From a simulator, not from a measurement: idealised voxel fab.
Process module under the name voxel gate over fins
This is section cut - it's 205 nm across, gridded in 5 nm square cells.
Cross-sections here: square-cell grids, written as top-down lists of bands, a band being one or more rows of cells. Top height, bottom height, nm. Materials left to right, width each, nm. Single material + "full width" = fills band edge to edge. "blank" = empty. Basically, 0 is our baseline, since under it the wafer straight out of the box is all one material. The bottom band has no lower end and keeps on going down, so it looks like "0 nm and below". Per-row width for "30..40": begins at first number (top row of band), ends at second number (bottom row), increment between rows held constant. You'll sometimes find "nothing was modified" written for a step, and that's the way of saying that nowhere in the cross-section did a cell change during that step. Reported under the label "Voids, fully enclosed" are the empty spaces having no open way to the top and comprising 8 cells or more; the notation for each is width x height at distance, in which the distance is measured from the left edge and all three values are in nm. Post-settings text on a step line: simulator's own remark regarding the step. overlay nm: how far to the right of its planned place the mask lay on this masked step (negative: to the left).

-- Listed below are the process steps as planned
| 1 | RECEIVE,material Si |
| 2 | CONFORMAL_DEP,material SiN,thk nm 5 |
| 3 | DIRECTIONAL_DEP,material aC,thk nm 15 |
| 4 | PATTERN,tone cover,mask id FINS,material resist,width nm 15,pitch nm 45,thk nm 30,overlay nm 0 |
| 5 | DIRECTIONAL_ETCH,etch materials aC,depth nm 15 |
| 6 | STRIP,etch materials resist |
| 7 | DIRECTIONAL_ETCH,etch materials SiN,depth nm 5 |
| 8 | DIRECTIONAL_ETCH,etch materials Si,depth nm 40 |
| 9 | STRIP,etch materials aC |
| 10 | FILL_DEP,material SiO2,thk nm 5 |
| 11 | CMP,height nm 5 |
| 12 | SELECTIVE_ETCH,etch materials SiO2,depth nm 20 |
| 13 | STRIP,etch materials SiN |
| 14 | CONFORMAL_DEP,material HfO2,thk nm 5 |
| 15 | CONFORMAL_DEP,material TiN,thk nm 5 |
| 16 | FILL_DEP,material W,thk nm 15 |
| 17 | CMP,height nm 20 |
| 18 | CONFORMAL_DEP,material SiCN,thk nm 10 |
Keep in mind the plan's value for the width nm of step 4 comes from the first wafer; the wafers don't share that setting, but they do share the same starting point.

-- The as-received cross-section of the first of several wafers corresponds to the state after step 1
* 0 nm and below: Si full width
* Voids, fully enclosed: none

-- Module finished, last step 18 done: cross-section of the first of several wafers
* 30 nm to 20 nm: SiCN full width
* 20 nm to 10 nm: W full width
* 10 nm to 5 nm: W=15  TiN=35  W=10  TiN=35  W=10  TiN=35  W=10  TiN=35  W=20
* 5 nm to 0 nm: W=15  TiN=5  HfO2=25  TiN=5  W=10  TiN=5  HfO2=25  TiN=5  W=10  TiN=5  HfO2=25  TiN=5  W=10  TiN=5  HfO2=25  TiN=5  W=20
* 0 nm to -5 nm: W=15  TiN=5  HfO2=5  Si=15  HfO2=5  TiN=5  W=10  TiN=5  HfO2=5  Si=15  HfO2=5  TiN=5  W=10  TiN=5  HfO2=5  Si=15  HfO2=5  TiN=5  W=10  TiN=5  HfO2=5  Si=15  HfO2=5  TiN=5  W=20
* -5 nm to -10 nm: TiN=20  HfO2=5  Si=15  HfO2=5  TiN=20  HfO2=5  Si=15  HfO2=5  TiN=20  HfO2=5  Si=15  HfO2=5  TiN=20  HfO2=5  Si=15  HfO2=5  TiN=25
* -10 nm to -15 nm: HfO2=25  Si=15  HfO2=30  Si=15  HfO2=30  Si=15  HfO2=30  Si=15  HfO2=30
* -15 nm to -40 nm: SiO2=25  Si=15  SiO2=30  Si=15  SiO2=30  Si=15  SiO2=30  Si=15  SiO2=30
* -40 nm and below: Si full width
* Voids, fully enclosed: none

-- A cross-section through the last wafer at the close of the module
* 30 nm to 20 nm: SiCN full width
* 20 nm to 10 nm: W full width
* 10 nm to 5 nm: W=10  TiN=185  W=10
* 5 nm to 0 nm: W=10  TiN=5  HfO2=40  TiN=5  HfO2=40  TiN=5  HfO2=40  TiN=5  HfO2=40  TiN=5  W=10
* 0 nm to -5 nm: W=10  TiN=5  HfO2=5  Si=30  HfO2=5  TiN=5  HfO2=5  Si=30  HfO2=5  TiN=5  HfO2=5  Si=30  HfO2=5  TiN=5  HfO2=5  Si=30  HfO2=5  TiN=5  W=10
* -5 nm to -10 nm: TiN=15  HfO2=5  Si=30  HfO2=5  TiN=5  HfO2=5  Si=30  HfO2=5  TiN=5  HfO2=5  Si=30  HfO2=5  TiN=5  HfO2=5  Si=30  HfO2=5  TiN=15
* -10 nm to -15 nm: HfO2=20  Si=30  HfO2=15  Si=30  HfO2=15  Si=30  HfO2=15  Si=30  HfO2=20
* -15 nm to -40 nm: SiO2=20  Si=30  SiO2=15  Si=30  SiO2=15  Si=30  SiO2=15  Si=30  SiO2=20
* -40 nm and below: Si full width
* Voids, fully enclosed: none

-- Where each wafer stands at the end of the module, a row apiece: cells of each material gained (+) or lost (-) since it was received, then closed voids
width nm 15 | +65 HfO2 | -232 Si | +82 SiCN | +145 SiO2 | +65 TiN | +121 W | Voids, fully enclosed: none
width nm 20 | +65 HfO2 | -200 Si | +82 SiCN | +125 SiO2 | +65 TiN | +109 W | Voids, fully enclosed: none
width nm 25 | +65 HfO2 | -168 Si | +82 SiCN | +105 SiO2 | +65 TiN | +97 W | Voids, fully enclosed: none
width nm 30 | +65 HfO2 | -136 Si | +82 SiCN | +85 SiO2 | +56 TiN | +94 W | Voids, fully enclosed: none
